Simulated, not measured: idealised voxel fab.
The following process module bears the name voxel self aligned contacts.
The cross-section shown here is cut; it is 200 nm wide and divided into square cells measuring 5 nm on a side.
Format of a cross-section: grid, square cells. Given as bands. Order: top down. Band: one or more rows of cells. Within each band entry, the heights of the top and of the bottom of the band appear first, in that order and in nm; the materials of the band then follow from left to right, each with its corresponding width in nm. The designation "edge to edge" on a single material indicates that it fills the band from edge to edge; the designation "air" indicates empty space. For the purposes of this specification, 0 denotes the height below which the wafer in its as-received condition is composed wholly of one material, and the lowermost band, lacking a lower limit, extends downward without end, as expressed in "z 0 and below". Width "30..40": first value at the band's top row of cells, second value at its bottom row, equal change from row to row. Any step labelled "nothing got changed" changed none of the cells in the cross-section. Each empty space that has no open way to the top and spans at least 8 cells appears under "Catalogued sealed voids" as width x height at distance, the distance counted from the left edge, all in nm. after a step's settings: what the simulator itself notes on the step. The line of a step may include "overlay nm". On a step with a mask, this value is how far to the right of its planned place the mask lay. A negative value means the mask lay to the left.

**Steps in the process plan**
step 1: RECEIVE: material Si
step 2: CONFORMAL_DEP: material SiO2, thk nm 5
step 3: DIRECTIONAL_DEP: material polySi, thk nm 30
step 4: DIRECTIONAL_DEP: material SiN, thk nm 20
step 5: DIRECTIONAL_DEP: material aC, thk nm 15
step 6: PATTERN: tone cover, mask id GATE, material resist, width nm 25, pitch nm 60, thk nm 30, overlay nm 0
step 7: DIRECTIONAL_ETCH: etch materials aC, depth nm 15
step 8: STRIP: etch materials resist
step 9: DIRECTIONAL_ETCH: etch materials SiN, depth nm 20
step 10: DIRECTIONAL_ETCH: etch materials polySi, depth nm 30
step 11: STRIP: etch materials aC
step 12: CONFORMAL_DEP: material SiN, thk nm 10
step 13: DIRECTIONAL_ETCH: etch materials SiN, depth nm 10
step 14: FILL_DEP: material SiO2, thk nm 15
step 15: CMP: height nm 60
step 16: MASKED_ETCH: tone open, mask id CONTACT, width nm 45, etch materials SiO2, depth nm 60, overlay nm 0
step 17: CONFORMAL_DEP: material TiN, thk nm 5
step 18: FILL_DEP: material Ru, thk nm 5
step 19: CMP: height nm 60
step 20: CONFORMAL_DEP: material SiN, thk nm 5

**The cross-section here shows the wafer as received, i.e. in its state after step 1**
* z 0 and below: Si edge to edge
* Catalogued sealed voids: none

**First of two wafers: cross-section at end of module, run per plan**
* z 65 to 60: SiN edge to edge
* z 60 to 55: SiO2 75 | TiN 20 | Ru 5 | TiN 20 | SiO2 80
* z 55 to 35: SiO2 45 | SiN 45 | TiN 5 | Ru 5 | TiN 5 | SiN 45 | SiO2 50
* z 35 to 5: SiO2 45 | SiN 10 | polySi 25 | SiN 10 | TiN 5 | Ru 5 | TiN 5 | SiN 10 | polySi 25 | SiN 10 | SiO2 50
* z 5 to 0: SiO2 90 | TiN 15 | SiO2 95
* z 0 and below: Si edge to edge
* Catalogued sealed voids: none

**Here is the second of the two wafers cut open at the end of the module - same start, same plan as the first one, but we made one mistake running it**
* z 65 to 60: SiN edge to edge
* z 60 to 40: SiO2 45 | SiN 10 | polySi 25 | SiN 10 | TiN 5 | Ru 5 | TiN 5 | SiN 10 | polySi 25 | SiN 10 | SiO2 50
* z 40 to 35: SiO2 45 | SiN 10 | polySi 25 | SiN 10 | TiN 15 | SiN 10 | polySi 25 | SiN 10 | SiO2 50
* z 35 to 5: polySi edge to edge
* z 5 to 0: SiO2 edge to edge
* z 0 and below: Si edge to edge
* Catalogued sealed voids: none
What went wrong in running the wafer? twice, step 3 of the plan was run
Materials where the second wafer ends with more or fewer cells than the first: Ru: 7 fewer; SiN: 80 fewer; SiO2: 123 fewer; TiN: 20 fewer; polySi: 230 more
